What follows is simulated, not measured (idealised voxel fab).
process module | voxel wiring stack
cross-section cut | 190 nm wide | cells 5 nm
A cross-section is a grid of square cells, given in bands from the top down. A band is one or more rows of cells.
Each band's line starts with the height of the band's top and of its bottom, in nm. Then come its materials from left to right, each with its width in nm. One material with "throughout" fills the band from edge to edge. "air" is empty space.
Height 0 is the level under which the wafer as received is all one material. The lowest band goes on downwards, as in "0 down".
A width such as "30 to 40" changes by the same amount from each row of cells to the next, from the band's top row to its bottom row.
"no change" after a step means that no cell of the cross-section changed.
closed voids: empty space of 8 cells or more with no open way to the top, each as width x height at its distance from the left edge, in nm
after a step's settings: what the simulator itself notes on the step
overlay nm, on a step with a mask: how far to the right of its planned place the mask lay; to the left if negative
plan
1 op RECEIVE | material Si
2 op CONFORMAL_DEP | material SiO2 | thk nm 10
3 op DIRECTIONAL_DEP | material TiN | thk nm 5
4 op DIRECTIONAL_DEP | material Ru | thk nm 20
5 op MASKED_ETCH | tone cover | mask id METAL_1 | width nm 25 | pitch nm 40 | etch materials Ru | depth nm 20 | overlay nm 0
6 op MASKED_ETCH | tone cover | mask id METAL_1 | width nm 25 | pitch nm 40 | etch materials TiN | depth nm 5 | overlay nm 0
7 op FILL_DEP | material SiO2 | thk nm 10
8 op CMP | height nm 35
9 op CONFORMAL_DEP | material SiCN | thk nm 5
10 op DIRECTIONAL_DEP | material lowk | thk nm 30
11 op PATTERN | tone open | mask id METAL_2_HOLES | material resist | width nm 15 | thk nm 20 | overlay nm 0
12 op DIRECTIONAL_ETCH | etch materials lowk | depth nm 30
13 op STRIP | etch materials resist
14 op DIRECTIONAL_DEP | material aC | thk nm 10
15 op PATTERN | tone open | mask id METAL_2 | material resist | width nm 25 | pitch nm 40 | thk nm 30 | overlay nm 0
16 op DIRECTIONAL_ETCH | etch materials aC | depth nm 10
17 op STRIP | etch materials resist
18 op DIRECTIONAL_ETCH | etch materials lowk | depth nm 20
19 op DIRECTIONAL_ETCH | etch materials SiCN | depth nm 5
20 op STRIP | etch materials aC
21 op CONFORMAL_DEP | material TiN | thk nm 5
22 op FILL_DEP | material Cu | thk nm 10
23 op CMP | height nm 70
24 op CONFORMAL_DEP | material SiCN | thk nm 5
25 op DIRECTIONAL_DEP | material SiO2 | thk nm 35
26 op MASKED_ETCH | tone open | mask id METAL_3 | width nm 25 | pitch nm 40 | etch materials SiO2 | depth nm 20 | overlay nm 0
27 op DIRECTIONAL_DEP | material aC | thk nm 10
28 op PATTERN | tone open | mask id METAL_3_HOLES | material resist | width nm 15 | pitch nm 40 | thk nm 25 | overlay nm 0
29 op DIRECTIONAL_ETCH | etch materials aC | depth nm 10
30 op STRIP | etch materials resist
31 op DIRECTIONAL_ETCH | etch materials SiO2 | depth nm 15
32 op DIRECTIONAL_ETCH | etch materials SiCN | depth nm 5
33 op STRIP | etch materials aC
34 op CONFORMAL_DEP | material TiN | thk nm 5
35 op FILL_DEP | material Ru | thk nm 10
36 op CMP | height nm 110
37 op CONFORMAL_DEP | material SiCN | thk nm 5
38 op DIRECTIONAL_DEP | material SiO2 | thk nm 25
39 op PATTERN | tone open | mask id METAL_4 | material resist | width nm 25 | pitch nm 40 | thk nm 15 | overlay nm 0
40 op DIRECTIONAL_ETCH | etch materials SiO2 | depth nm 15
41 op STRIP | etch materials resist
42 op MASKED_ETCH | tone open | mask id METAL_4_HOLES | width nm 15 | etch materials SiO2 | depth nm 10 | overlay nm 0
43 op MASKED_ETCH | tone open | mask id METAL_4_HOLES | width nm 15 | etch materials SiCN | depth nm 5 | overlay nm 0
44 op CONFORMAL_DEP | material TiN | thk nm 5
45 op FILL_DEP | material Cu | thk nm 5
46 op CMP | height nm 140
47 op CONFORMAL_DEP | material SiCN | thk nm 5
as received, after step 1
  0 down: Si throughout
  closed voids: none
a wafer at the end: this start, this plan, one mistake
  145 to 140: SiCN throughout
  140 to 130: SiO2 60 | TiN 5 | Cu 15 | TiN 5 | SiO2 15 | TiN 5 | Cu 15 | TiN 5 | SiO2 65
  130 to 125: SiO2 60 | TiN 5 | Cu 5 | TiN 15 | SiO2 15 | TiN 25 | SiO2 65
  125 to 115: SiO2 60 | TiN 5 | Cu 5 | TiN 5 | SiO2 115
  115 to 110: SiCN 60 | TiN 15 | SiCN 115
  110 to 100: SiO2 60 | TiN 5 | Ru 15 to 5 | TiN 5 to 15 | SiO2 15 | TiN 5 | Ru 15 to 5 | TiN 5 to 15 | SiO2 65
  100 to 85: SiO2 60 | TiN 5 | Ru 5 | TiN 5 | SiO2 25 | TiN 5 | Ru 5 | TiN 5 | SiO2 75
  85 to 80: SiCN 60 | TiN 15 | SiCN 25 | TiN 15 | SiCN 75
  80 to 75: Cu throughout
  75 to 70: TiN 65 | Cu 15 | TiN 25 | Cu 15 | TiN 70
  70 to 55: lowk 60 | TiN 5 | Cu 15 | TiN 5 | lowk 15 | TiN 5 | Cu 15 | TiN 5 | lowk 65
  55 to 50: lowk 60 | TiN 5 | Cu 5 | TiN 15 | lowk 15 | TiN 25 | lowk 65
  50 to 40: lowk 60 | TiN 5 | Cu 5 | TiN 5 | lowk 115
  40 to 35: SiCN 60 | TiN 15 | SiCN 115
  35 to 15: SiO2 60 | Ru 25 | SiO2 15 | Ru 25 | SiO2 65
  15 to 10: SiO2 60 | TiN 25 | SiO2 15 | TiN 25 | SiO2 65
  10 to 0: SiO2 throughout
  0 down: Si throughout
  closed voids: none
what went wrong: step 23 ran as: op CMP | height nm 80
